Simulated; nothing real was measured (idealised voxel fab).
process module | voxel air gaps
cross-section cut | 285 nm wide | cells 5 nm
A cross-section is a grid of square cells, given in bands from the top down. A band is one or more rows of cells.
Each band's line starts with the height of the band's top and of its bottom, in nm. Then come its materials from left to right, each with its width in nm. One material with "throughout" fills the band from edge to edge. "air" is empty space.
Height 0 is the level under which the wafer as received is all one material. The lowest band goes on downwards, as in "0 down".
A width such as "30 to 40" changes by the same amount from each row of cells to the next, from the band's top row to its bottom row.
"no change" after a step means that no cell of the cross-section changed.
closed voids: empty space of 8 cells or more with no open way to the top, each as width x height at its distance from the left edge, in nm
after a step's settings: what the simulator itself notes on the step
overlay nm, on a step with a mask: how far to the right of its planned place the mask lay; to the left if negative
plan
1 op RECEIVE | material Si
2 op CONFORMAL_DEP | material SiO2 | thk nm 15
3 op CONFORMAL_DEP | material SiN | thk nm 5
4 op DIRECTIONAL_DEP | material lowk | thk nm 30
5 op MASKED_ETCH | tone open | mask id LINES | width nm 20 | pitch nm 50 | etch materials lowk | depth nm 30 | overlay nm 0
6 op CONFORMAL_DEP | material TiN | thk nm 5
7 op FILL_DEP | material Cu | thk nm 10
8 op CMP | height nm 50
9 op EPI | material Ru | thk nm 10
10 op SELECTIVE_ETCH | etch materials lowk | depth nm 40
11 op CONFORMAL_DEP | material SiCN | thk nm 5
first wafer, as planned
as received, after step 1
  0 down: Si throughout
  closed voids: none
after step 2
  15 to 0: SiO2 throughout
  below 0: unchanged
after step 3
  20 to 15: SiN throughout
  below 15: unchanged
after step 4
  50 to 20: lowk throughout
  below 20: unchanged
after step 5
  50 to 20: lowk 55 | air 20 | lowk 30 | air 20 | lowk 30 | air 20 | lowk 30 | air 20 | lowk 60
  below 20: unchanged
after step 6
  55 to 50: TiN 60 | air 10 | TiN 40 | air 10 | TiN 40 | air 10 | TiN 40 | air 10 | TiN 65
  50 to 25: lowk 55 | TiN 5 | air 10 | TiN 5 | lowk 30 | TiN 5 | air 10 | TiN 5 | lowk 30 | TiN 5 | air 10 | TiN 5 | lowk 30 | TiN 5 | air 10 | TiN 5 | lowk 60
  25 to 20: lowk 55 | TiN 20 | lowk 30 | TiN 20 | lowk 30 | TiN 20 | lowk 30 | TiN 20 | lowk 60
  below 20: unchanged
after step 7
  65 to 55: Cu throughout
  55 to 50: TiN 60 | Cu 10 | TiN 40 | Cu 10 | TiN 40 | Cu 10 | TiN 40 | Cu 10 | TiN 65
  50 to 25: lowk 55 | TiN 5 | Cu 10 | TiN 5 | lowk 30 | TiN 5 | Cu 10 | TiN 5 | lowk 30 | TiN 5 | Cu 10 | TiN 5 | lowk 30 | TiN 5 | Cu 10 | TiN 5 | lowk 60
  below 25: unchanged
after step 8
  50 to 25: lowk 55 | TiN 5 | Cu 10 | TiN 5 | lowk 30 | TiN 5 | Cu 10 | TiN 5 | lowk 30 | TiN 5 | Cu 10 | TiN 5 | lowk 30 | TiN 5 | Cu 10 | TiN 5 | lowk 60
  below 25: unchanged
after step 9
  60 to 50: air 45 | Ru 40 | air 10 | Ru 40 | air 10 | Ru 40 | air 10 | Ru 40 | air 50
  below 50: unchanged
after step 10
  60 to 50: air 45 | Ru 40 | air 10 | Ru 40 | air 10 | Ru 40 | air 10 | Ru 40 | air 50
  50 to 25: air 55 | TiN 5 | Cu 10 | TiN 5 | air 30 | TiN 5 | Cu 10 | TiN 5 | air 30 | TiN 5 | Cu 10 | TiN 5 | air 30 | TiN 5 | Cu 10 | TiN 5 | air 60
  25 to 20: air 55 | TiN 20 | air 30 | TiN 20 | air 30 | TiN 20 | air 30 | TiN 20 | air 60
  below 20: unchanged
after step 11
  65 to 60: air 40 | SiCN 200 | air 45
  60 to 50: air 40 | SiCN 5 | Ru 40 | SiCN 10 | Ru 40 | SiCN 10 | Ru 40 | SiCN 10 | Ru 40 | SiCN 5 | air 45
  50 to 45: air 40 | SiCN 15 | TiN 5 | Cu 10 | TiN 5 | SiCN 30 | TiN 5 | Cu 10 | TiN 5 | SiCN 30 | TiN 5 | Cu 10 | TiN 5 | SiCN 30 | TiN 5 | Cu 10 | TiN 5 | SiCN 15 | air 45
  45 to 25: air 50 | SiCN 5 | TiN 5 | Cu 10 | TiN 5 | SiCN 5 | air 20 | SiCN 5 | TiN 5 | Cu 10 | TiN 5 | SiCN 5 | air 20 | SiCN 5 | TiN 5 | Cu 10 | TiN 5 | SiCN 5 | air 20 | SiCN 5 | TiN 5 | Cu 10 | TiN 5 | SiCN 5 | air 55
  25 to 20: SiCN 55 | TiN 20 | SiCN 30 | TiN 20 | SiCN 30 | TiN 20 | SiCN 30 | TiN 20 | SiCN 60
  below 20: unchanged
  closed voids: 20 x 20 at 80; 20 x 20 at 130; 20 x 20 at 180
second wafer: like start, like plan, one mistake. Through step 1 it matches the first wafer
when step 2 should have ended
  20 to 0: SiO2 throughout
  below 0: unchanged
when step 3 should have ended
  25 to 20: SiN throughout
  below 20: unchanged
when step 4 should have ended
  55 to 25: lowk throughout
  below 25: unchanged
when step 5 should have ended
  55 to 25: lowk 55 | air 20 | lowk 30 | air 20 | lowk 30 | air 20 | lowk 30 | air 20 | lowk 60
  below 25: unchanged
when step 6 should have ended
  60 to 55: TiN 60 | air 10 | TiN 40 | air 10 | TiN 40 | air 10 | TiN 40 | air 10 | TiN 65
  55 to 30: lowk 55 | TiN 5 | air 10 | TiN 5 | lowk 30 | TiN 5 | air 10 | TiN 5 | lowk 30 | TiN 5 | air 10 | TiN 5 | lowk 30 | TiN 5 | air 10 | TiN 5 | lowk 60
  30 to 25: lowk 55 | TiN 20 | lowk 30 | TiN 20 | lowk 30 | TiN 20 | lowk 30 | TiN 20 | lowk 60
  below 25: unchanged
when step 7 should have ended
  70 to 60: Cu throughout
  60 to 55: TiN 60 | Cu 10 | TiN 40 | Cu 10 | TiN 40 | Cu 10 | TiN 40 | Cu 10 | TiN 65
  55 to 30: lowk 55 | TiN 5 | Cu 10 | TiN 5 | lowk 30 | TiN 5 | Cu 10 | TiN 5 | lowk 30 | TiN 5 | Cu 10 | TiN 5 | lowk 30 | TiN 5 | Cu 10 | TiN 5 | lowk 60
  below 30: unchanged
when step 8 should have ended
  50 to 30: lowk 55 | TiN 5 | Cu 10 | TiN 5 | lowk 30 | TiN 5 | Cu 10 | TiN 5 | lowk 30 | TiN 5 | Cu 10 | TiN 5 | lowk 30 | TiN 5 | Cu 10 | TiN 5 | lowk 60
  below 30: unchanged
when step 9 should have ended
  60 to 50: air 45 | Ru 40 | air 10 | Ru 40 | air 10 | Ru 40 | air 10 | Ru 40 | air 50
  below 50: unchanged
when step 10 should have ended
  60 to 50: air 45 | Ru 40 | air 10 | Ru 40 | air 10 | Ru 40 | air 10 | Ru 40 | air 50
  50 to 30: air 55 | TiN 5 | Cu 10 | TiN 5 | air 30 | TiN 5 | Cu 10 | TiN 5 | air 30 | TiN 5 | Cu 10 | TiN 5 | air 30 | TiN 5 | Cu 10 | TiN 5 | air 60
  30 to 25: air 55 | TiN 20 | air 30 | TiN 20 | air 30 | TiN 20 | air 30 | TiN 20 | air 60
  below 25: unchanged
when step 11 should have ended
  65 to 60: air 40 | SiCN 200 | air 45
  60 to 50: air 40 | SiCN 5 | Ru 40 | SiCN 10 | Ru 40 | SiCN 10 | Ru 40 | SiCN 10 | Ru 40 | SiCN 5 | air 45
  50 to 45: air 40 | SiCN 15 | TiN 5 | Cu 10 | TiN 5 | SiCN 30 | TiN 5 | Cu 10 | TiN 5 | SiCN 30 | TiN 5 | Cu 10 | TiN 5 | SiCN 30 | TiN 5 | Cu 10 | TiN 5 | SiCN 15 | air 45
  45 to 30: air 50 | SiCN 5 | TiN 5 | Cu 10 | TiN 5 | SiCN 5 | air 20 | SiCN 5 | TiN 5 | Cu 10 | TiN 5 | SiCN 5 | air 20 | SiCN 5 | TiN 5 | Cu 10 | TiN 5 | SiCN 5 | air 20 | SiCN 5 | TiN 5 | Cu 10 | TiN 5 | SiCN 5 | air 55
  30 to 25: SiCN 55 | TiN 20 | SiCN 30 | TiN 20 | SiCN 30 | TiN 20 | SiCN 30 | TiN 20 | SiCN 60
  below 25: unchanged
  closed voids: 20 x 15 at 80; 20 x 15 at 130; 20 x 15 at 180
what went wrong: step 2 ran as: op CONFORMAL_DEP | material SiO2 | thk nm 20
at the end the second wafer has, in cells: 8 fewer of Cu | 8 fewer of SiCN | 57 more of SiO2 | 8 fewer of TiN
